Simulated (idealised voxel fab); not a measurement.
Presented below is a process module, voxel ribs on slabs.
Cross-sectional view cut (width: 150 nm; square cell size: 5 nm).
How to read a cross-section here: the picture is a grid of square cells, written as bands going from the top down, and any band can span one or more rows of cells. A band entry consists of two parts. The first gives the height of the band's top and the height of its bottom, in nm. The rest lists the band's materials from left to right, each with its width in nm. A single material labelled with the word "all across" fills the band from edge to edge, and the word "empty" marks empty space. Heights are measured from 0, the level below which the as-received wafer is all one material; the lowest band has no bottom and continues downward, written as in "0 down". You'd read "30..40" like this: the band's top row of cells is as wide as the first number, its bottom row is as wide as the second, and going down, every row changes width by the same amount as the row before did. Any step labelled "no modifications" changed none of the cells in the cross-section. Closed empty spaces (no open way to the top) of 8 cells or more are what "Enclosed void entries" lists, each as width x height at distance from the left edge, nm for all three. Anything after a step's settings on that line? It's the simulator's own note about the step. On any step carrying a mask, the "overlay nm" setting, if present on the step's line, tells how far right of its planned place the mask lay; negative values point to the left.
[These are the steps we planned for the process]
1. op RECEIVE | material Si
2. op DIRECTIONAL_DEP | material SiO2 | thk nm 30
3. op DIRECTIONAL_DEP | material SiN | thk nm 15
4. op MASKED_ETCH | tone cover | mask id RIB | width nm 30 | etch materials SiN | depth nm 5 | overlay nm 0
5. op PATTERN | tone cover | mask id SLAB | material resist | width nm 60 | thk nm 20 | overlay nm 0
6. op DIRECTIONAL_ETCH | etch materials SiN | depth nm 10
7. op STRIP | etch materials resist
8. op FILL_DEP | material SiO2 | thk nm 20
9. op CMP | height nm 55
10. op DIRECTIONAL_DEP | material TiN | thk nm 10
11. op MASKED_ETCH | tone cover | mask id HEATER | width nm 40 | etch materials TiN | depth nm 10 | overlay nm 0
12. op CONFORMAL_DEP | material SiO2 | thk nm 5
[Step 1 complete: cross-section of the wafer as received]
- 0 down | Si all across
- Enclosed void entries: none
[Post-module cross-section of the first of two wafers (run per plan)]
- 70 to 65 | empty (50) | SiO2 (50) | empty (50)
- 65 to 60 | empty (50) | SiO2 (5) | TiN (40) | SiO2 (5) | empty (50)
- 60 to 55 | SiO2 (55) | TiN (40) | SiO2 (55)
- 55 to 45 | SiO2 all across
- 45 to 40 | SiO2 (60) | SiN (30) | SiO2 (60)
- 40 to 30 | SiO2 (45) | SiN (60) | SiO2 (45)
- 30 to 0 | SiO2 all across
- 0 down | Si all across
- Enclosed void entries: none
[What the second wafer looks like in cross-section once the module is done. Its start and its plan matched the first wafer's exactly; what differed was one mistake in how it was run]
- 70 to 65 | SiO2 all across
- 65 to 55 | SiN all across
- 55 to 45 | SiO2 all across
- 45 to 40 | SiO2 (60) | SiN (30) | SiO2 (60)
- 40 to 30 | SiO2 (45) | SiN (60) | SiO2 (45)
- 30 to 0 | SiO2 all across
- 0 down | Si all across
- Enclosed void entries: none
Misprocessing identified: step 10 ran with different settings than intended, the actual operation and settings being op DIRECTIONAL_DEP | material SiN | thk nm 10
At the finish, the second wafer shows more or fewer cells for some materials than the first does: +60 SiN; -4 SiO2; -16 TiN
